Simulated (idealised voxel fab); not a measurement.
voxel self aligned vias: a process module
Shown is cross-section cut, with a width of 255 nm and square cells of size 5 nm.
Format of a cross-section: grid, square cells. Given as bands. Order: top down. Band: one or more rows of cells.
Top, bottom (nm), then materials left to right with widths (nm); lone material tagged "throughout" fills the whole band edge to edge; "empty" = empty space.
All heights in this document are referenced to 0, defined as the level beneath which the wafer, as received, consists entirely of one material. The lowest band is not bounded below; it extends indefinitely downward and is written in the form "top 0, no bottom".
Read "30..40" as a graded width: first number on top, second number at the bottom, same change between each pair of neighbouring rows.
You'll sometimes find "remains unaltered" written for a step, and that's the way of saying that nowhere in the cross-section did a cell change during that step.
What "Enclosed void listing" gives you is every empty space of 8 cells or more that is cut off from the top. Each appears as width x height at distance, with the distance taken from the left edge and width, height and distance all in nm.
Step line, after settings: the simulator's comment on this step.
When a step includes a mask, the "overlay nm" setting on its line states how far to the right of its planned place that mask lay, and negative values state how far to the left.
-- So here's the lineup of process steps we planned
1) RECEIVE | material Si
2) CONFORMAL_DEP | material SiO2 | thk nm 15
3) CONFORMAL_DEP | material SiCN | thk nm 5
4) DIRECTIONAL_DEP | material SiO2 | thk nm 30
5) MASKED_ETCH | tone open | mask id LINES | width nm 25 | pitch nm 65 | etch materials SiO2 | depth nm 30 | overlay nm 0
6) CONFORMAL_DEP | material TiN | thk nm 5
7) FILL_DEP | material W | thk nm 5
8) CMP | height nm 50
9) SELECTIVE_ETCH | etch materials W Ru TiN | depth nm 5
10) FILL_DEP | material SiN | thk nm 10
11) CMP | height nm 50
12) DIRECTIONAL_DEP | material SiO2 | thk nm 20
13) MASKED_ETCH | tone open | mask id VIAS | width nm 45 | pitch nm 65 | etch materials SiO2 | depth nm 20 | overlay nm 0
14) MASKED_ETCH | tone open | mask id VIAS | width nm 45 | pitch nm 65 | etch materials SiN | depth nm 5 | overlay nm 0
15) CONFORMAL_DEP | material TiN | thk nm 5
16) FILL_DEP | material Cu | thk nm 5
17) CMP | height nm 70
18) CONFORMAL_DEP | material SiCN | thk nm 5
-- Delivered wafer in cross-section: state after step 1
> top 0, no bottom | Si throughout
> Enclosed void listing: none
-- first wafer at the end, as planned
> top 75, bottom 70 | SiCN throughout
> top 70, bottom 55 | 40 SiO2 | 5 TiN | 35 Cu | 5 TiN | 20 SiO2 | 5 TiN | 35 Cu | 5 TiN | 20 SiO2 | 5 TiN | 35 Cu | 5 TiN | 40 SiO2
> top 55, bottom 50 | 40 SiO2 | 15 TiN | 15 Cu | 15 TiN | 20 SiO2 | 15 TiN | 15 Cu | 15 TiN | 20 SiO2 | 15 TiN | 15 Cu | 15 TiN | 40 SiO2
> top 50, bottom 45 | 50 SiO2 | 25 TiN | 40 SiO2 | 25 TiN | 40 SiO2 | 25 TiN | 50 SiO2
> top 45, bottom 25 | 50 SiO2 | 5 TiN | 15 W | 5 TiN | 40 SiO2 | 5 TiN | 15 W | 5 TiN | 40 SiO2 | 5 TiN | 15 W | 5 TiN | 50 SiO2
> top 25, bottom 20 | 50 SiO2 | 25 TiN | 40 SiO2 | 25 TiN | 40 SiO2 | 25 TiN | 50 SiO2
> top 20, bottom 15 | SiCN throughout
> top 15, bottom 0 | SiO2 throughout
> top 0, no bottom | Si throughout
> Enclosed void listing: none
-- This cross-section belongs to the second wafer of two at the end of the module; the start and the plan were shared with the first, and the run included one mistake
> top 75, bottom 70 | SiCN throughout
> top 70, bottom 50 | 40 SiO2 | 5 TiN | 35 Cu | 5 TiN | 20 SiO2 | 5 TiN | 35 Cu | 5 TiN | 20 SiO2 | 5 TiN | 35 Cu | 5 TiN | 40 SiO2
> top 50, bottom 45 | 40 SiN | 45 TiN | 20 SiN | 45 TiN | 20 SiN | 45 TiN | 40 SiN
> top 45, bottom 20 | 50 SiO2 | 5 TiN | 15 W | 5 TiN | 40 SiO2 | 5 TiN | 15 W | 5 TiN | 40 SiO2 | 5 TiN | 15 W | 5 TiN | 50 SiO2
> top 20, bottom 15 | 50 SiO2 | 25 TiN | 40 SiO2 | 25 TiN | 40 SiO2 | 25 TiN | 50 SiO2
> top 15, bottom 0 | SiO2 throughout
> top 0, no bottom | Si throughout
> Enclosed void listing: none
Diagnosis: with respect to the plan, step 3 was omitted and not executed
Looking at both finished wafers in cells, the second ends up ahead of or behind the first on some materials: 12 more of Cu; 51 fewer of SiCN; 24 more of SiN; 6 more of TiN; 9 more of W
